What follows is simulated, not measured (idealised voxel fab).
The following is a process module called voxel gate over fins.
Section cut is 250 nm wide and gridded with 5 nm square cells.
Bands, listed from the top down, are how a cross-section gets written in this document; the cross-section itself is a grid of square cells, and a band is one or more rows of them.
First you get the band's top height and its bottom height, in nm, and then the materials it's made of, left to right, with each width in nm. If you see a single material with "throughout", that one covers the band edge to edge. "empty" is empty space.
It should be noted that heights are counted from 0, beneath which the wafer as supplied is of one material throughout, and that the lowest band possesses no lower boundary but continues downward, as written in "from 0 down".
You'd read "30->40" like this: the band's top row of cells is as wide as the first number, its bottom row is as wide as the second, and going down, every row changes width by the same amount as the row before did.
Any step labelled "no alteration" changed none of the cells in the cross-section.
Heads up: "Fully sealed voids" only lists the empty pockets with no open path to the top that are 8 cells or more, and it writes them as width x height at distance, distance from the left edge, in nm.
Formally, on a step line, whatever follows the settings is a remark that the simulator itself makes on the step.
What "overlay nm" on a step's line means: if the step has a mask, that mask lay this far to the right of its planned place, or, when the value is negative, to the left.
In what follows, pairs of cross-sections are presented, each taken before and after one process step, with the after cross-section shown only down to the lowest band that was altered; the step, together with its settings, is stated below the pair. The pairs may stem from different runs of this module on the same starting wafer; accordingly, a pair should be taken as continuing from the one above it solely where its entry headed "Pre-step condition" indicates as much.

Pre-step condition:
> from 5 to 0  60 nm SiO2 | 15 nm SiN | 15 nm SiO2 | 15 nm empty | 5 nm SiO2 | 15 nm SiN | 35 nm SiO2 | 15 nm SiN | 75 nm SiO2
> from 0 to -35  60 nm SiO2 | 15 nm Si | 15 nm SiO2 | 15 nm empty | 5 nm SiO2 | 15 nm Si | 35 nm SiO2 | 15 nm Si | 75 nm SiO2
> from -35 to -40  60 nm SiO2 | 15 nm Si | 35 nm SiO2 | 15 nm Si | 35 nm SiO2 | 15 nm Si | 75 nm SiO2
> from -40 down  Si throughout
> Fully sealed voids: none

Resulting Cross-Section:
> from 10 to 5  95 nm TiN | 5 nm empty | 150 nm TiN
> from 5 to 0  60 nm SiO2 | 15 nm SiN | 15 nm SiO2 | 5 nm TiN | 5 nm empty | 5 nm TiN | 5 nm SiO2 | 15 nm SiN | 35 nm SiO2 | 15 nm SiN | 75 nm SiO2
> from 0 to -30  60 nm SiO2 | 15 nm Si | 15 nm SiO2 | 5 nm TiN | 5 nm empty | 5 nm TiN | 5 nm SiO2 | 15 nm Si | 35 nm SiO2 | 15 nm Si | 75 nm SiO2
> from -30 to -35  60 nm SiO2 | 15 nm Si | 15 nm SiO2 | 15 nm TiN | 5 nm SiO2 | 15 nm Si | 35 nm SiO2 | 15 nm Si | 75 nm SiO2
> Heights below -35 show no change.
> Fully sealed voids: none
the step between: CONFORMAL_DEP, material TiN, thk nm 5

Pre-step condition: The initial state for this step is given by the after cross-section of the immediately preceding pair.

Resulting Cross-Section:
> from 15 to 10  Ru throughout
> from 10 to 5  95 nm TiN | 5 nm Ru | 150 nm TiN
> from 5 to 0  60 nm SiO2 | 15 nm SiN | 15 nm SiO2 | 5 nm TiN | 5 nm Ru | 5 nm TiN | 5 nm SiO2 | 15 nm SiN | 35 nm SiO2 | 15 nm SiN | 75 nm SiO2
> from 0 to -30  60 nm SiO2 | 15 nm Si | 15 nm SiO2 | 5 nm TiN | 5 nm Ru | 5 nm TiN | 5 nm SiO2 | 15 nm Si | 35 nm SiO2 | 15 nm Si | 75 nm SiO2
> Heights below -30 show no change.
> Fully sealed voids: none
the step between: FILL_DEP, material Ru, thk nm 5

Pre-step condition: The initial state for this step is given by the after cross-section of the immediately preceding pair.

Resulting Cross-Section:
> from 5 to 0  60 nm SiO2 | 15 nm SiN | 15 nm SiO2 | 5 nm TiN | 5 nm Ru | 5 nm TiN | 5 nm SiO2 | 15 nm SiN | 35 nm SiO2 | 15 nm SiN | 75 nm SiO2
> Heights below 0 show no change.
> Fully sealed voids: none
the step between: CMP, height nm 5

Pre-step condition: The initial state for this step is given by the after cross-section of the immediately preceding pair.

Resulting Cross-Section:
> from 5 to 0  60 nm SiO2 | 15 nm SiN | 15 nm SiO2 | 15 nm empty | 5 nm SiO2 | 15 nm SiN | 35 nm SiO2 | 15 nm SiN | 75 nm SiO2
> from 0 to -15  60 nm SiO2 | 15 nm Si | 15 nm SiO2 | 15 nm empty | 5 nm SiO2 | 15 nm Si | 35 nm SiO2 | 15 nm Si | 75 nm SiO2
> Heights below -15 show no change.
> Fully sealed voids: none
the step between: SELECTIVE_ETCH, etch materials W Ru TiN, depth nm 20

Pre-step condition: The initial state for this step is given by the after cross-section of the immediately preceding pair.

Resulting Cross-Section:
> from 10 to 5  SiO2 throughout
> from 5 to 0  60 nm SiO2 | 15 nm SiN | 35 nm SiO2 | 15 nm SiN | 35 nm SiO2 | 15 nm SiN | 75 nm SiO2
> from 0 to -15  60 nm SiO2 | 15 nm Si | 35 nm SiO2 | 15 nm Si | 35 nm SiO2 | 15 nm Si | 75 nm SiO2
> Heights below -15 show no change.
> Fully sealed voids: none
the step between: FILL_DEP, material SiO2, thk nm 5

Pre-step condition: The initial state for this step is given by the after cross-section of the immediately preceding pair.

Resulting Cross-Section:
> from 5 to 0  60 nm SiO2 | 15 nm SiN | 35 nm SiO2 | 15 nm SiN | 35 nm SiO2 | 15 nm SiN | 75 nm SiO2
> Heights below 0 show no change.
> Fully sealed voids: none
the step between: CMP, height nm 5

Pre-step condition: The initial state for this step is given by the after cross-section of the immediately preceding pair.

Resulting Cross-Section:
> from 5 to 0  60 nm empty | 15 nm SiN | 35 nm empty | 15 nm SiN | 35 nm empty | 15 nm SiN | 75 nm empty
> from 0 to -10  60 nm empty | 15 nm Si | 35 nm empty | 15 nm Si | 35 nm empty | 15 nm Si | 75 nm empty
> Heights below -10 show no change.
> Fully sealed voids: none
the step between: SELECTIVE_ETCH, etch materials SiO2, depth nm 15

Pre-step condition: The initial state for this step is given by the after cross-section of the immediately preceding pair.

Resulting Cross-Section:
> from 0 to -10  60 nm empty | 15 nm Si | 35 nm empty | 15 nm Si | 35 nm empty | 15 nm Si | 75 nm empty
> Heights below -10 show no change.
> Fully sealed voids: none
the step between: STRIP, etch materials SiN

Pre-step condition: The initial state for this step is given by the after cross-section of the immediately preceding pair.

Resulting Cross-Section:
> from 5 to 0  55 nm empty | 25 nm HfO2 | 25 nm empty | 25 nm HfO2 | 25 nm empty | 25 nm HfO2 | 70 nm empty
> from 0 to -5  55 nm empty | 5 nm HfO2 | 15 nm Si | 5 nm HfO2 | 25 nm empty | 5 nm HfO2 | 15 nm Si | 5 nm HfO2 | 25 nm empty | 5 nm HfO2 | 15 nm Si | 5 nm HfO2 | 70 nm empty
> from -5 to -10  60 nm HfO2 | 15 nm Si | 35 nm HfO2 | 15 nm Si | 35 nm HfO2 | 15 nm Si | 75 nm HfO2
> Heights below -10 show no change.
> Fully sealed voids: none
the step between: CONFORMAL_DEP, material HfO2, thk nm 5

Pre-step condition: The initial state for this step is given by the after cross-section of the immediately preceding pair.

Resulting Cross-Section:
> from 10 to 5  50 nm empty | 35 nm TiN | 15 nm empty | 35 nm TiN | 15 nm empty | 35 nm TiN | 65 nm empty
> from 5 to 0  50 nm empty | 5 nm TiN | 25 nm HfO2 | 5 nm TiN | 15 nm empty | 5 nm TiN | 25 nm HfO2 | 5 nm TiN | 15 nm empty | 5 nm TiN | 25 nm HfO2 | 5 nm TiN | 65 nm empty
> from 0 to -5  55 nm TiN | 5 nm HfO2 | 15 nm Si | 5 nm HfO2 | 25 nm TiN | 5 nm HfO2 | 15 nm Si | 5 nm HfO2 | 25 nm TiN | 5 nm HfO2 | 15 nm Si | 5 nm HfO2 | 70 nm TiN
> Heights below -5 show no change.
> Fully sealed voids: none
the step between: CONFORMAL_DEP, material TiN, thk nm 5

Pre-step condition: The initial state for this step is given by the after cross-section of the immediately preceding pair.

Resulting Cross-Section:
> from 25 to 10  W throughout
> from 10 to 5  50 nm W | 35 nm TiN | 15 nm W | 35 nm TiN | 15 nm W | 35 nm TiN | 65 nm W
> from 5 to 0  50 nm W | 5 nm TiN | 25 nm HfO2 | 5 nm TiN | 15 nm W | 5 nm TiN | 25 nm HfO2 | 5 nm TiN | 15 nm W | 5 nm TiN | 25 nm HfO2 | 5 nm TiN | 65 nm W
> Heights below 0 show no change.
> Fully sealed voids: none
the step between: FILL_DEP, material W, thk nm 15

Pre-step condition: The initial state for this step is given by the after cross-section of the immediately preceding pair.

Resulting Cross-Section:
> from 20 to 10  W throughout
> Heights below 10 show no change.
> Fully sealed voids: none
the step between: CMP, height nm 20

Pre-step condition: The initial state for this step is given by the after cross-section of the immediately preceding pair.

Resulting Cross-Section:
> from 25 to 20  SiN throughout
> Heights below 20 show no change.
> Fully sealed voids: none
the step between: CONFORMAL_DEP, material SiN, thk nm 5

Pre-step condition:
> from 5 to 0  60 nm empty | 25 nm HfO2 | 25 nm empty | 25 nm HfO2 | 25 nm empty | 25 nm HfO2 | 65 nm empty
> from 0 to -5  60 nm empty | 5 nm HfO2 | 15 nm Si | 5 nm HfO2 | 25 nm empty | 5 nm HfO2 | 15 nm Si | 5 nm HfO2 | 25 nm empty | 5 nm HfO2 | 15 nm Si | 5 nm HfO2 | 65 nm empty
> from -5 to -10  65 nm HfO2 | 15 nm Si | 35 nm HfO2 | 15 nm Si | 35 nm HfO2 | 15 nm Si | 70 nm HfO2
> from -10 to -15  65 nm SiO2 | 15 nm Si | 35 nm SiO2 | 15 nm Si | 35 nm SiO2 | 15 nm Si | 70 nm SiO2
> from -15 to -30  65 nm SiO2 | 15 nm Si | 10 nm SiO2 | 5 nm TiN | 5 nm Ru | 5 nm TiN | 10 nm SiO2 | 15 nm Si | 35 nm SiO2 | 15 nm Si | 70 nm SiO2
> from -30 to -35  65 nm SiO2 | 15 nm Si | 10 nm SiO2 | 15 nm TiN | 10 nm SiO2 | 15 nm Si | 35 nm SiO2 | 15 nm Si | 70 nm SiO2
> from -35 to -40  65 nm SiO2 | 15 nm Si | 35 nm SiO2 | 15 nm Si | 35 nm SiO2 | 15 nm Si | 70 nm SiO2
> from -40 down  Si throughout
> Fully sealed voids: none

Resulting Cross-Section:
> from 10 to 5  55 nm empty | 35 nm SiN | 15 nm empty | 35 nm SiN | 15 nm empty | 35 nm SiN | 60 nm empty
> from 5 to 0  55 nm empty | 5 nm SiN | 25 nm HfO2 | 5 nm SiN | 15 nm empty | 5 nm SiN | 25 nm HfO2 | 5 nm SiN | 15 nm empty | 5 nm SiN | 25 nm HfO2 | 5 nm SiN | 60 nm empty
> from 0 to -5  60 nm SiN | 5 nm HfO2 | 15 nm Si | 5 nm HfO2 | 25 nm SiN | 5 nm HfO2 | 15 nm Si | 5 nm HfO2 | 25 nm SiN | 5 nm HfO2 | 15 nm Si | 5 nm HfO2 | 65 nm SiN
> Heights below -5 show no change.
> Fully sealed voids: none
the step between: CONFORMAL_DEP, material SiN, thk nm 5

Pre-step condition: The initial state for this step is given by the after cross-section of the immediately preceding pair.

Resulting Cross-Section:
> from 25 to 10  W throughout
> from 10 to 5  55 nm W | 35 nm SiN | 15 nm W | 35 nm SiN | 15 nm W | 35 nm SiN | 60 nm W
> from 5 to 0  55 nm W | 5 nm SiN | 25 nm HfO2 | 5 nm SiN | 15 nm W | 5 nm SiN | 25 nm HfO2 | 5 nm SiN | 15 nm W | 5 nm SiN | 25 nm HfO2 | 5 nm SiN | 60 nm W
> Heights below 0 show no change.
> Fully sealed voids: none
the step between: FILL_DEP, material W, thk nm 15

Pre-step condition: The initial state for this step is given by the after cross-section of the immediately preceding pair.

Resulting Cross-Section:
> from 20 to 10  W throughout
> Heights below 10 show no change.
> Fully sealed voids: none
the step between: CMP, height nm 20

Pre-step condition: The initial state for this step is given by the after cross-section of the immediately preceding pair.

Resulting Cross-Section:
> from 25 to 20  SiN throughout
> Heights below 20 show no change.
> Fully sealed voids: none
the step between: CONFORMAL_DEP, material SiN, thk nm 5

Pre-step condition:
> from 15 to 5  aC throughout
> from 5 to 0  65 nm SiO2 | 15 nm SiN | 35 nm SiO2 | 15 nm SiN | 35 nm SiO2 | 15 nm SiN | 70 nm SiO2
> from 0 to -40  65 nm SiO2 | 15 nm Si | 35 nm SiO2 | 15 nm Si | 35 nm SiO2 | 15 nm Si | 70 nm SiO2
> from -40 down  Si throughout
> Fully sealed voids: none

Resulting Cross-Section:
> from 40 to 15  90 nm empty | 15 nm resist | 145 nm empty
> Heights below 15 show no change.
> Fully sealed voids: none
the step between: PATTERN, tone cover, mask id RAIL, material resist, width nm 15, thk nm 25, overlay nm 0

Pre-step condition: The initial state for this step is given by the after cross-section of the immediately preceding pair.

Resulting Cross-Section:
> from 30 to 15  90 nm empty | 15 nm resist | 145 nm empty
> from 15 to 5  90 nm empty | 15 nm aC | 145 nm empty
> Heights below 5 show no change.
> Fully sealed voids: none
the step between: DIRECTIONAL_ETCH, etch materials aC, depth nm 10

Pre-step condition: The initial state for this step is given by the after cross-section of the immediately preceding pair.

Resulting Cross-Section:
> from 15 to 5  90 nm empty | 15 nm aC | 145 nm empty
> Heights below 5 show no change.
> Fully sealed voids: none
the step between: STRIP, etch materials resist

Pre-step condition: The initial state for this step is given by the after cross-section of the immediately preceding pair.

Resulting Cross-Section:
> from 15 to 5  90 nm empty | 15 nm aC | 145 nm empty
> from 5 to 0  65 nm empty | 15 nm SiN | 10 nm empty | 15 nm SiO2 | 10 nm empty | 15 nm SiN | 35 nm empty | 15 nm SiN | 70 nm empty
> from 0 to -35  65 nm empty | 15 nm Si | 10 nm empty | 15 nm SiO2 | 10 nm empty | 15 nm Si | 35 nm empty | 15 nm Si | 70 nm empty
> Heights below -35 show no change.
> Fully sealed voids: none
the step between: DIRECTIONAL_ETCH, etch materials SiO2, depth nm 40

Pre-step condition: The initial state for this step is given by the after cross-section of the immediately preceding pair.

Resulting Cross-Section:
> from 5 to 0  65 nm empty | 15 nm SiN | 10 nm empty | 15 nm SiO2 | 10 nm empty | 15 nm SiN | 35 nm empty | 15 nm SiN | 70 nm empty
> Heights below 0 show no change.
> Fully sealed voids: none
the step between: STRIP, etch materials aC

Pre-step condition: The initial state for this step is given by the after cross-section of the immediately preceding pair.

Resulting Cross-Section:
> from 10 to 5  60 nm empty | 75 nm TiN | 25 nm empty | 25 nm TiN | 65 nm empty
> from 5 to 0  60 nm empty | 5 nm TiN | 15 nm SiN | 10 nm TiN | 15 nm SiO2 | 10 nm TiN | 15 nm SiN | 5 nm TiN | 25 nm empty | 5 nm TiN | 15 nm SiN | 5 nm TiN | 65 nm empty
> from 0 to -30  60 nm empty | 5 nm TiN | 15 nm Si | 10 nm TiN | 15 nm SiO2 | 10 nm TiN | 15 nm Si | 5 nm TiN | 25 nm empty | 5 nm TiN | 15 nm Si | 5 nm TiN | 65 nm empty
> from -30 to -35  65 nm TiN | 15 nm Si | 10 nm TiN | 15 nm SiO2 | 10 nm TiN | 15 nm Si | 35 nm TiN | 15 nm Si | 70 nm TiN
> Heights below -35 show no change.
> Fully sealed voids: none
the step between: CONFORMAL_DEP, material TiN, thk nm 5

Pre-step condition: The initial state for this step is given by the after cross-section of the immediately preceding pair.

Resulting Cross-Section:
> from 15 to 10  Ru throughout
> from 10 to 5  60 nm Ru | 75 nm TiN | 25 nm Ru | 25 nm TiN | 65 nm Ru
> from 5 to 0  60 nm Ru | 5 nm TiN | 15 nm SiN | 10 nm TiN | 15 nm SiO2 | 10 nm TiN | 15 nm SiN | 5 nm TiN | 25 nm Ru | 5 nm TiN | 15 nm SiN | 5 nm TiN | 65 nm Ru
> from 0 to -30  60 nm Ru | 5 nm TiN | 15 nm Si | 10 nm TiN | 15 nm SiO2 | 10 nm TiN | 15 nm Si | 5 nm TiN | 25 nm Ru | 5 nm TiN | 15 nm Si | 5 nm TiN | 65 nm Ru
> Heights below -30 show no change.
> Fully sealed voids: none
the step between: FILL_DEP, material Ru, thk nm 5

Pre-step condition: The initial state for this step is given by the after cross-section of the immediately preceding pair.

Resulting Cross-Section:
> from 5 to 0  60 nm Ru | 5 nm TiN | 15 nm SiN | 10 nm TiN | 15 nm SiO2 | 10 nm TiN | 15 nm SiN | 5 nm TiN | 25 nm Ru | 5 nm TiN | 15 nm SiN | 5 nm TiN | 65 nm Ru
> Heights below 0 show no change.
> Fully sealed voids: none
the step between: CMP, height nm 5

Pre-step condition: The initial state for this step is given by the after cross-section of the immediately preceding pair.

Resulting Cross-Section:
> from 5 to 0  65 nm empty | 15 nm SiN | 10 nm empty | 15 nm SiO2 | 10 nm empty | 15 nm SiN | 35 nm empty | 15 nm SiN | 70 nm empty
> from 0 to -15  65 nm empty | 15 nm Si | 10 nm empty | 15 nm SiO2 | 10 nm empty | 15 nm Si | 35 nm empty | 15 nm Si | 70 nm empty
> Heights below -15 show no change.
> Fully sealed voids: none
the step between: SELECTIVE_ETCH, etch materials W Ru TiN, depth nm 20

Pre-step condition: The initial state for this step is given by the after cross-section of the immediately preceding pair.

Resulting Cross-Section:
> from 10 to 5  SiO2 throughout
> from 5 to 0  65 nm SiO2 | 15 nm SiN | 35 nm SiO2 | 15 nm SiN | 35 nm SiO2 | 15 nm SiN | 70 nm SiO2
> from 0 to -15  65 nm SiO2 | 15 nm Si | 35 nm SiO2 | 15 nm Si | 35 nm SiO2 | 15 nm Si | 70 nm SiO2
> Heights below -15 show no change.
> Fully sealed voids: none
the step between: FILL_DEP, material SiO2, thk nm 5

Pre-step condition: The initial state for this step is given by the after cross-section of the immediately preceding pair.

Resulting Cross-Section:
> from 5 to 0  65 nm SiO2 | 15 nm SiN | 35 nm SiO2 | 15 nm SiN | 35 nm SiO2 | 15 nm SiN | 70 nm SiO2
> Heights below 0 show no change.
> Fully sealed voids: none
the step between: CMP, height nm 5

Pre-step condition: The initial state for this step is given by the after cross-section of the immediately preceding pair.

Resulting Cross-Section:
> from 5 to 0  65 nm empty | 15 nm SiN | 35 nm empty | 15 nm SiN | 35 nm empty | 15 nm SiN | 70 nm empty
> from 0 to -10  65 nm empty | 15 nm Si | 35 nm empty | 15 nm Si | 35 nm empty | 15 nm Si | 70 nm empty
> Heights below -10 show no change.
> Fully sealed voids: none
the step between: SELECTIVE_ETCH, etch materials SiO2, depth nm 15

Pre-step condition: The initial state for this step is given by the after cross-section of the immediately preceding pair.

Resulting Cross-Section:
> from 0 to -10  65 nm empty | 15 nm Si | 35 nm empty | 15 nm Si | 35 nm empty | 15 nm Si | 70 nm empty
> Heights below -10 show no change.
> Fully sealed voids: none
the step between: STRIP, etch materials SiN

Pre-step condition: The initial state for this step is given by the after cross-section of the immediately preceding pair.

Resulting Cross-Section:
> from 5 to 0  60 nm empty | 25 nm HfO2 | 25 nm empty | 25 nm HfO2 | 25 nm empty | 25 nm HfO2 | 65 nm empty
> from 0 to -5  60 nm empty | 5 nm HfO2 | 15 nm Si | 5 nm HfO2 | 25 nm empty | 5 nm HfO2 | 15 nm Si | 5 nm HfO2 | 25 nm empty | 5 nm HfO2 | 15 nm Si | 5 nm HfO2 | 65 nm empty
> from -5 to -10  65 nm HfO2 | 15 nm Si | 35 nm HfO2 | 15 nm Si | 35 nm HfO2 | 15 nm Si | 70 nm HfO2
> Heights below -10 show no change.
> Fully sealed voids: none
the step between: CONFORMAL_DEP, material HfO2, thk nm 5

Pre-step condition: The initial state for this step is given by the after cross-section of the immediately preceding pair.

Resulting Cross-Section:
> from 10 to 5  55 nm empty | 35 nm TiN | 15 nm empty | 35 nm TiN | 15 nm empty | 35 nm TiN | 60 nm empty
> from 5 to 0  55 nm empty | 5 nm TiN | 25 nm HfO2 | 5 nm TiN | 15 nm empty | 5 nm TiN | 25 nm HfO2 | 5 nm TiN | 15 nm empty | 5 nm TiN | 25 nm HfO2 | 5 nm TiN | 60 nm empty
> from 0 to -5  60 nm TiN | 5 nm HfO2 | 15 nm Si | 5 nm HfO2 | 25 nm TiN | 5 nm HfO2 | 15 nm Si | 5 nm HfO2 | 25 nm TiN | 5 nm HfO2 | 15 nm Si | 5 nm HfO2 | 65 nm TiN
> Heights below -5 show no change.
> Fully sealed voids: none
the step between: CONFORMAL_DEP, material TiN, thk nm 5

Pre-step condition: The initial state for this step is given by the after cross-section of the immediately preceding pair.

Resulting Cross-Section:
> from 25 to 10  W throughout
> from 10 to 5  55 nm W | 35 nm TiN | 15 nm W | 35 nm TiN | 15 nm W | 35 nm TiN | 60 nm W
> from 5 to 0  55 nm W | 5 nm TiN | 25 nm HfO2 | 5 nm TiN | 15 nm W | 5 nm TiN | 25 nm HfO2 | 5 nm TiN | 15 nm W | 5 nm TiN | 25 nm HfO2 | 5 nm TiN | 60 nm W
> Heights below 0 show no change.
> Fully sealed voids: none
the step between: FILL_DEP, material W, thk nm 15

Pre-step condition: The initial state for this step is given by the after cross-section of the immediately preceding pair.

Resulting Cross-Section:
> from 20 to 10  W throughout
> Heights below 10 show no change.
> Fully sealed voids: none
the step between: CMP, height nm 20

Pre-step condition: The initial state for this step is given by the after cross-section of the immediately preceding pair.

Resulting Cross-Section:
> from 25 to 20  SiN throughout
> Heights below 20 show no change.
> Fully sealed voids: none
the step between: CONFORMAL_DEP, material SiN, thk nm 5
